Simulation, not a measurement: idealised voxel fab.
The following is a process module called voxel self aligned contacts.
Square cell edge 5 nm, section width 200 nm, ID cut.
How to read a cross-section here: the picture is a grid of square cells, written as bands going from the top down, and any band can span one or more rows of cells. Heights first: top, then bottom, in nm. Then materials, left to right, each with a width in nm. "throughout" on a single material: fills the band edge to edge. "air": empty space. Where do heights start? At 0: under that level the wafer as delivered is made of one material only. And the lowest band has no floor; it just carries on downward, as in "0 nm and below". You'd read "30 to 40" like this: the band's top row of cells is as wide as the first number, its bottom row is as wide as the second, and going down, every row changes width by the same amount as the row before did. It should be understood that the words "remains unaltered", when stated for a given step, signify that the cross-section underwent no change in any of its cells during that step. "Unvented voids" contains a list of empty spaces, each no smaller than 8 cells and without an open way to the top, written in the form width x height at distance with the distance from the left edge and all three in nm. On a step's line, text after the settings is the simulator commenting on that step. overlay nm: how far to the right of its planned place the mask lay on this masked step (negative: to the left).

plan:
1) RECEIVE [material Si]
2) CONFORMAL_DEP [material SiO2] [thk nm 5]
3) DIRECTIONAL_DEP [material polySi] [thk nm 30]
4) DIRECTIONAL_DEP [material SiN] [thk nm 20]
5) DIRECTIONAL_DEP [material aC] [thk nm 15]
6) PATTERN [tone cover] [mask id GATE] [material resist] [width nm 25] [pitch nm 60] [thk nm 30] [overlay nm 0]
7) DIRECTIONAL_ETCH [etch materials aC] [depth nm 15]
8) STRIP [etch materials resist]
9) DIRECTIONAL_ETCH [etch materials SiN] [depth nm 20]
10) DIRECTIONAL_ETCH [etch materials polySi] [depth nm 30]
11) STRIP [etch materials aC]
12) CONFORMAL_DEP [material SiN] [thk nm 10]
13) DIRECTIONAL_ETCH [etch materials SiN] [depth nm 5]
14) FILL_DEP [material SiO2] [thk nm 15]
15) CMP [height nm 60]
16) MASKED_ETCH [tone open] [mask id CONTACT] [width nm 45] [etch materials SiO2] [depth nm 60] [overlay nm 0]
17) CONFORMAL_DEP [material TiN] [thk nm 5]
18) FILL_DEP [material Ru] [thk nm 5]
19) CMP [height nm 60]
20) CONFORMAL_DEP [material SiN] [thk nm 5]
Wafer-to-wafer difference: depth nm, step 13. Common start. Plan = first wafer's value.

Incoming state of the first of several wafers in cross-section: after step 1:
- 0 nm and below | Si throughout
- Unvented voids: none

first wafer at the end, after step 20:
- 65 nm to 60 nm | SiN throughout
- 60 nm to 35 nm | 45 nm SiO2  45 nm SiN  5 nm TiN  5 nm Ru  5 nm TiN  45 nm SiN  50 nm SiO2
- 35 nm to 15 nm | 45 nm SiO2  10 nm SiN  25 nm polySi  10 nm SiN  5 nm TiN  5 nm Ru  5 nm TiN  10 nm SiN  25 nm polySi  10 nm SiN  50 nm SiO2
- 15 nm to 10 nm | 45 nm SiO2  10 nm SiN  25 nm polySi  10 nm SiN  15 nm TiN  10 nm SiN  25 nm polySi  10 nm SiN  50 nm SiO2
- 10 nm to 5 nm | 55 nm SiN  25 nm polySi  35 nm SiN  25 nm polySi  60 nm SiN
- 5 nm to 0 nm | SiO2 throughout
- 0 nm and below | Si throughout
- Unvented voids: none

The module's end: a cross-section of the last wafer:
- 65 nm to 60 nm | SiN throughout
- 60 nm to 50 nm | 75 nm SiO2  5 nm TiN  35 nm Ru  5 nm TiN  80 nm SiO2
- 50 nm to 45 nm | 75 nm SiO2  20 nm TiN  5 nm Ru  20 nm TiN  80 nm SiO2
- 45 nm to 35 nm | 45 nm SiO2  45 nm SiN  5 nm TiN  5 nm Ru  5 nm TiN  45 nm SiN  50 nm SiO2
- 35 nm to 5 nm | 45 nm SiO2  10 nm SiN  25 nm polySi  10 nm SiN  5 nm TiN  5 nm Ru  5 nm TiN  10 nm SiN  25 nm polySi  10 nm SiN  50 nm SiO2
- 5 nm to 0 nm | 90 nm SiO2  15 nm TiN  95 nm SiO2
- 0 nm and below | Si throughout
- Unvented voids: none

Per wafer, end of module: cells gained (+) or lost (-) per material since receipt, then closed voids:
depth nm 5 | +9 Ru | +200 SiN | +230 SiO2 | +21 TiN | +60 polySi | Unvented voids: none
depth nm 10 | +11 Ru | +160 SiN | +258 SiO2 | +31 TiN | +60 polySi | Unvented voids: none
depth nm 15 | +17 Ru | +142 SiN | +270 SiO2 | +31 TiN | +60 polySi | Unvented voids: none
depth nm 20 | +23 Ru | +124 SiN | +282 SiO2 | +31 TiN | +60 polySi | Unvented voids: none
